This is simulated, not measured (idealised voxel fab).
You're looking at the process module voxel tone inversion.
Cross-sectional view cut (width: 145 nm; square cell size: 5 nm).
Just so we're on the same page, the cross-sections are grids of square cells, and they're listed out in bands top to bottom, each band one or more rows deep.
Read a band's entry like this: the first values are the height of its top and the height of its bottom in nm, and what follows is the sequence of materials from left to right, each with its width in nm. Note that "air" is empty space, and that a single material marked "everywhere" reaches across the band from edge to edge.
Where do heights start? At 0: under that level the wafer as delivered is made of one material only. And the lowest band has no floor; it just carries on downward, as in "0 -> down".
The expression "30..40" gives the width at the extremes of the band, the first number at its top row of cells and the second at its bottom row, with the width changing by equal amounts from each row to the next in between.
What does "no modifications" mean for a step? It means no cell of the cross-section changed in that step.
Enclosed voids (no open way to top), threshold 8 cells or more, entry "Voids, fully enclosed", notation width x height at distance, distance from left edge, nm.
Read whatever lies past the settings on a step's line as the simulator's own remark about the step.
Regarding "overlay nm": on a step with a mask, it is the distance the mask lay to the right of its planned place; a negative value places it to the left.
# Listed below are the process steps as planned
1 RECEIVE, material Si
2 CONFORMAL_DEP, material SiN, thk nm 10
3 DIRECTIONAL_DEP, material polySi, thk nm 15
4 PATTERN, tone cover, mask id POSTS, material resist, width nm 15, pitch nm 30, thk nm 25, overlay nm 0
5 DIRECTIONAL_ETCH, etch materials polySi, depth nm 15
6 STRIP, etch materials resist
7 FILL_DEP, material SiO2, thk nm 10
8 CMP, height nm 25
9 STRIP, etch materials polySi
10 CONFORMAL_DEP, material TiN, thk nm 5
11 FILL_DEP, material Ru, thk nm 10
12 CMP, height nm 25
13 CONFORMAL_DEP, material SiCN, thk nm 5
# First of two wafers, with the run carried out as planned
# Wafer cross-section on receipt, i.e. after step 1
  0 -> down | Si everywhere
  Voids, fully enclosed: none
# Cross-section of the wafer subsequent to step 2
  10 -> 0 | SiN everywhere
  Under 0: no change, same as before.
# Cross-section of the wafer subsequent to step 3
  25 -> 10 | polySi everywhere
  Under 10: no change, same as before.
# Cross-section of the wafer subsequent to step 4
  50 -> 25 | air=35; resist=15; air=15; resist=15; air=15; resist=15; air=35
  Under 25: no change, same as before.
# Cross-section of the wafer subsequent to step 5
  50 -> 25 | air=35; resist=15; air=15; resist=15; air=15; resist=15; air=35
  25 -> 10 | air=35; polySi=15; air=15; polySi=15; air=15; polySi=15; air=35
  Under 10: no change, same as before.
# Cross-section of the wafer subsequent to step 6
  25 -> 10 | air=35; polySi=15; air=15; polySi=15; air=15; polySi=15; air=35
  Under 10: no change, same as before.
# Cross-section of the wafer subsequent to step 7
  35 -> 25 | SiO2 everywhere
  25 -> 10 | SiO2=35; polySi=15; SiO2=15; polySi=15; SiO2=15; polySi=15; SiO2=35
  Under 10: no change, same as before.
# Cross-section of the wafer subsequent to step 8
  25 -> 10 | SiO2=35; polySi=15; SiO2=15; polySi=15; SiO2=15; polySi=15; SiO2=35
  Under 10: no change, same as before.
# Cross-section of the wafer subsequent to step 9
  25 -> 10 | SiO2=35; air=15; SiO2=15; air=15; SiO2=15; air=15; SiO2=35
  Under 10: no change, same as before.
# Cross-section of the wafer subsequent to step 10
  30 -> 25 | TiN=40; air=5; TiN=25; air=5; TiN=25; air=5; TiN=40
  25 -> 15 | SiO2=35; TiN=5; air=5; TiN=5; SiO2=15; TiN=5; air=5; TiN=5; SiO2=15; TiN=5; air=5; TiN=5; SiO2=35
  15 -> 10 | SiO2=35; TiN=15; SiO2=15; TiN=15; SiO2=15; TiN=15; SiO2=35
  Under 10: no change, same as before.
# Cross-section of the wafer subsequent to step 11
  40 -> 30 | Ru everywhere
  30 -> 25 | TiN=40; Ru=5; TiN=25; Ru=5; TiN=25; Ru=5; TiN=40
  25 -> 15 | SiO2=35; TiN=5; Ru=5; TiN=5; SiO2=15; TiN=5; Ru=5; TiN=5; SiO2=15; TiN=5; Ru=5; TiN=5; SiO2=35
  Under 15: no change, same as before.
# Cross-section of the wafer subsequent to step 12
  25 -> 15 | SiO2=35; TiN=5; Ru=5; TiN=5; SiO2=15; TiN=5; Ru=5; TiN=5; SiO2=15; TiN=5; Ru=5; TiN=5; SiO2=35
  Under 15: no change, same as before.
# Cross-section of the wafer subsequent to step 13
  30 -> 25 | SiCN everywhere
  Under 25: no change, same as before.
# Second wafer - shared start and plan with the first - one error in running - same as the first up to step 3 inclusive
# Second wafer shown in cross-section at the time step 4 was slated to end
  50 -> 25 | resist=35; air=15; resist=15; air=15; resist=15; air=15; resist=35
  Under 25: no change, same as before.
# Second wafer shown in cross-section at the time step 5 was slated to end
  50 -> 25 | resist=35; air=15; resist=15; air=15; resist=15; air=15; resist=35
  25 -> 10 | polySi=35; air=15; polySi=15; air=15; polySi=15; air=15; polySi=35
  Under 10: no change, same as before.
# Second wafer shown in cross-section at the time step 6 was slated to end
  25 -> 10 | polySi=35; air=15; polySi=15; air=15; polySi=15; air=15; polySi=35
  Under 10: no change, same as before.
# Second wafer shown in cross-section at the time step 7 was slated to end
  35 -> 25 | SiO2 everywhere
  25 -> 10 | polySi=35; SiO2=15; polySi=15; SiO2=15; polySi=15; SiO2=15; polySi=35
  Under 10: no change, same as before.
# Second wafer shown in cross-section at the time step 8 was slated to end
  25 -> 10 | polySi=35; SiO2=15; polySi=15; SiO2=15; polySi=15; SiO2=15; polySi=35
  Under 10: no change, same as before.
# Second wafer shown in cross-section at the time step 9 was slated to end
  25 -> 10 | air=35; SiO2=15; air=15; SiO2=15; air=15; SiO2=15; air=35
  Under 10: no change, same as before.
# Second wafer shown in cross-section at the time step 10 was slated to end
  30 -> 25 | air=30; TiN=25; air=5; TiN=25; air=5; TiN=25; air=30
  25 -> 15 | air=30; TiN=5; SiO2=15; TiN=5; air=5; TiN=5; SiO2=15; TiN=5; air=5; TiN=5; SiO2=15; TiN=5; air=30
  15 -> 10 | TiN=35; SiO2=15; TiN=15; SiO2=15; TiN=15; SiO2=15; TiN=35
  Under 10: no change, same as before.
# Second wafer shown in cross-section at the time step 11 was slated to end
  40 -> 30 | Ru everywhere
  30 -> 25 | Ru=30; TiN=25; Ru=5; TiN=25; Ru=5; TiN=25; Ru=30
  25 -> 15 | Ru=30; TiN=5; SiO2=15; TiN=5; Ru=5; TiN=5; SiO2=15; TiN=5; Ru=5; TiN=5; SiO2=15; TiN=5; Ru=30
  Under 15: no change, same as before.
# Second wafer shown in cross-section at the time step 12 was slated to end
  25 -> 15 | Ru=30; TiN=5; SiO2=15; TiN=5; Ru=5; TiN=5; SiO2=15; TiN=5; Ru=5; TiN=5; SiO2=15; TiN=5; Ru=30
  Under 15: no change, same as before.
# Second wafer shown in cross-section at the time step 13 was slated to end
  30 -> 25 | SiCN everywhere
  Under 25: no change, same as before.
Finding, execution versus plan: step 4 changed vs plan, executed as PATTERN, tone open, mask id POSTS, material resist, width nm 15, pitch nm 30, thk nm 25, overlay nm 0
End check, counted in cells, second wafer has more or fewer of these materials than the first: 22 more of Ru, 33 fewer of SiO2, 11 more of TiN
